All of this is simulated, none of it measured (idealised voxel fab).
process module | voxel released beams
The cross-section shown here is cut; it is 180 nm wide and divided into square cells measuring 5 nm on a side.
Each cross-section below is a grid of square cells, stated as bands in top-down order, with one or more rows of cells making up each band. Top height, bottom height, nm. Materials left to right, width each, nm. Single material + "everywhere" = fills band edge to edge. "empty" = empty. Heights are expressed relative to 0, this being the level below which the as-received wafer comprises one material exclusively. The lowest band is unbounded in the downward direction and is denoted as in "0 -> down". Top row gets the first number, bottom row gets the second, and each row in between changes by the same step: that is how a band width like "30->40" works. When a step is marked "all unchanged", none of the cells in the cross-section changed during that step. Closed empty spaces (no open way to the top) of 8 cells or more are what "Enclosed cavities" lists, each as width x height at distance from the left edge, nm for all three. Note: text after step settings on the step line = simulator remark on that step. "overlay nm" answers the question of how far to the right of plan the mask lay on a step that has a mask, and when it is negative the answer is to the left.

Planned process steps
1. RECEIVE,material Si
2. CONFORMAL_DEP,material SiN,thk nm 10
3. DIRECTIONAL_DEP,material SiO2,thk nm 20
4. PATTERN,tone open,mask id ANCHOR,material resist,width nm 35,thk nm 15,overlay nm 0
5. DIRECTIONAL_ETCH,etch materials SiO2,depth nm 20
6. STRIP,etch materials resist
7. CONFORMAL_DEP,material TiN,thk nm 15
8. DIRECTIONAL_DEP,material aC,thk nm 15
9. PATTERN,tone cover,mask id BEAM,material resist,width nm 100,thk nm 30,overlay nm 0
10. DIRECTIONAL_ETCH,etch materials aC,depth nm 15
11. STRIP,etch materials resist
12. DIRECTIONAL_ETCH,etch materials TiN,depth nm 15
13. STRIP,etch materials aC
14. STRIP,etch materials SiO2

Run as planned: first of two wafers

Wafer at receipt (post step 1), cross-section
  0 -> down = Si everywhere
  Enclosed cavities: none

Upon completion of step 2, the wafer appears in cross-section as shown
  10 -> 0 = SiN everywhere
  Unchanged below 0.

Upon completion of step 3, the wafer appears in cross-section as shown
  30 -> 10 = SiO2 everywhere
  Unchanged below 10.

Upon completion of step 4, the wafer appears in cross-section as shown
  45 -> 30 = resist=40, then empty=35, then resist=105
  Unchanged below 30.

Upon completion of step 5, the wafer appears in cross-section as shown
  45 -> 30 = resist=40, then empty=35, then resist=105
  30 -> 10 = SiO2=40, then empty=35, then SiO2=105
  Unchanged below 10.

Upon completion of step 6, the wafer appears in cross-section as shown
  30 -> 10 = SiO2=40, then empty=35, then SiO2=105
  Unchanged below 10.

Upon completion of step 7, the wafer appears in cross-section as shown
  45 -> 30 = TiN=55, then empty=5, then TiN=120
  30 -> 25 = SiO2=40, then TiN=15, then empty=5, then TiN=15, then SiO2=105
  25 -> 10 = SiO2=40, then TiN=35, then SiO2=105
  Unchanged below 10.

Upon completion of step 8, the wafer appears in cross-section as shown
  60 -> 45 = aC=55, then empty=5, then aC=120
  45 -> 40 = TiN=55, then empty=5, then TiN=120
  40 -> 30 = TiN=55, then aC=5, then TiN=120
  30 -> 25 = SiO2=40, then TiN=15, then aC=5, then TiN=15, then SiO2=105
  Unchanged below 25.

Upon completion of step 9, the wafer appears in cross-section as shown
  90 -> 60 = empty=35, then resist=100, then empty=45
  60 -> 45 = aC=55, then resist=5, then aC=120
  45 -> 40 = TiN=55, then resist=5, then TiN=120
  Unchanged below 40.

Upon completion of step 10, the wafer appears in cross-section as shown
  75 -> 60 = empty=35, then resist=100, then empty=45
  60 -> 45 = empty=35, then aC=20, then resist=5, then aC=75, then empty=45
  Unchanged below 45.

Upon completion of step 11, the wafer appears in cross-section as shown
  60 -> 45 = empty=35, then aC=20, then empty=5, then aC=75, then empty=45
  45 -> 40 = TiN=55, then empty=5, then TiN=120
  Unchanged below 40.

Upon completion of step 12, the wafer appears in cross-section as shown
  60 -> 45 = empty=35, then aC=20, then empty=5, then aC=75, then empty=45
  45 -> 40 = empty=35, then TiN=20, then empty=5, then TiN=75, then empty=45
  40 -> 30 = empty=35, then TiN=20, then aC=5, then TiN=75, then empty=45
  Unchanged below 30.

Upon completion of step 13, the wafer appears in cross-section as shown
  45 -> 30 = empty=35, then TiN=20, then empty=5, then TiN=75, then empty=45
  30 -> 25 = SiO2=40, then TiN=15, then empty=5, then TiN=15, then SiO2=105
  Unchanged below 25.

Upon completion of step 14, the wafer appears in cross-section as shown
  45 -> 30 = empty=35, then TiN=20, then empty=5, then TiN=75, then empty=45
  30 -> 25 = empty=40, then TiN=15, then empty=5, then TiN=15, then empty=105
  25 -> 10 = empty=40, then TiN=35, then empty=105
  Unchanged below 10.

It is to be noted that the second wafer proceeded from the same initial state and according to the same plan as the first, although one mistake was committed in its execution; through step 3, inclusive, the two wafers share an identical history

Second wafer, cross-section, planned end of step 4
  45 -> 30 = resist=30, then empty=35, then resist=115
  Unchanged below 30.

Second wafer, cross-section, planned end of step 5
  45 -> 30 = resist=30, then empty=35, then resist=115
  30 -> 10 = SiO2=30, then empty=35, then SiO2=115
  Unchanged below 10.

Second wafer, cross-section, planned end of step 6
  30 -> 10 = SiO2=30, then empty=35, then SiO2=115
  Unchanged below 10.

Second wafer, cross-section, planned end of step 7
  45 -> 30 = TiN=45, then empty=5, then TiN=130
  30 -> 25 = SiO2=30, then TiN=15, then empty=5, then TiN=15, then SiO2=115
  25 -> 10 = SiO2=30, then TiN=35, then SiO2=115
  Unchanged below 10.

Second wafer, cross-section, planned end of step 8
  60 -> 45 = aC=45, then empty=5, then aC=130
  45 -> 40 = TiN=45, then empty=5, then TiN=130
  40 -> 30 = TiN=45, then aC=5, then TiN=130
  30 -> 25 = SiO2=30, then TiN=15, then aC=5, then TiN=15, then SiO2=115
  Unchanged below 25.

Second wafer, cross-section, planned end of step 9
  90 -> 60 = empty=35, then resist=100, then empty=45
  60 -> 45 = aC=45, then resist=5, then aC=130
  45 -> 40 = TiN=45, then resist=5, then TiN=130
  Unchanged below 40.

Second wafer, cross-section, planned end of step 10
  75 -> 60 = empty=35, then resist=100, then empty=45
  60 -> 45 = empty=35, then aC=10, then resist=5, then aC=85, then empty=45
  Unchanged below 45.

Second wafer, cross-section, planned end of step 11
  60 -> 45 = empty=35, then aC=10, then empty=5, then aC=85, then empty=45
  45 -> 40 = TiN=45, then empty=5, then TiN=130
  Unchanged below 40.

Second wafer, cross-section, planned end of step 12
  60 -> 45 = empty=35, then aC=10, then empty=5, then aC=85, then empty=45
  45 -> 40 = empty=35, then TiN=10, then empty=5, then TiN=85, then empty=45
  40 -> 30 = empty=35, then TiN=10, then aC=5, then TiN=85, then empty=45
  Unchanged below 30.

Second wafer, cross-section, planned end of step 13
  45 -> 30 = empty=35, then TiN=10, then empty=5, then TiN=85, then empty=45
  30 -> 25 = SiO2=30, then TiN=15, then empty=5, then TiN=15, then SiO2=115
  Unchanged below 25.

Second wafer, cross-section, planned end of step 14
  45 -> 30 = empty=35, then TiN=10, then empty=5, then TiN=85, then empty=45
  30 -> 25 = empty=30, then TiN=15, then empty=5, then TiN=15, then empty=115
  25 -> 10 = empty=30, then TiN=35, then empty=115
  Unchanged below 10.
Processing error: step 4 off recipe, ran as PATTERN,tone open,mask id ANCHOR,material resist,width nm 35,thk nm 15,overlay nm -10
So at the finish, the second wafer's got exactly as many cells of each material as the first, just not in the same spots.
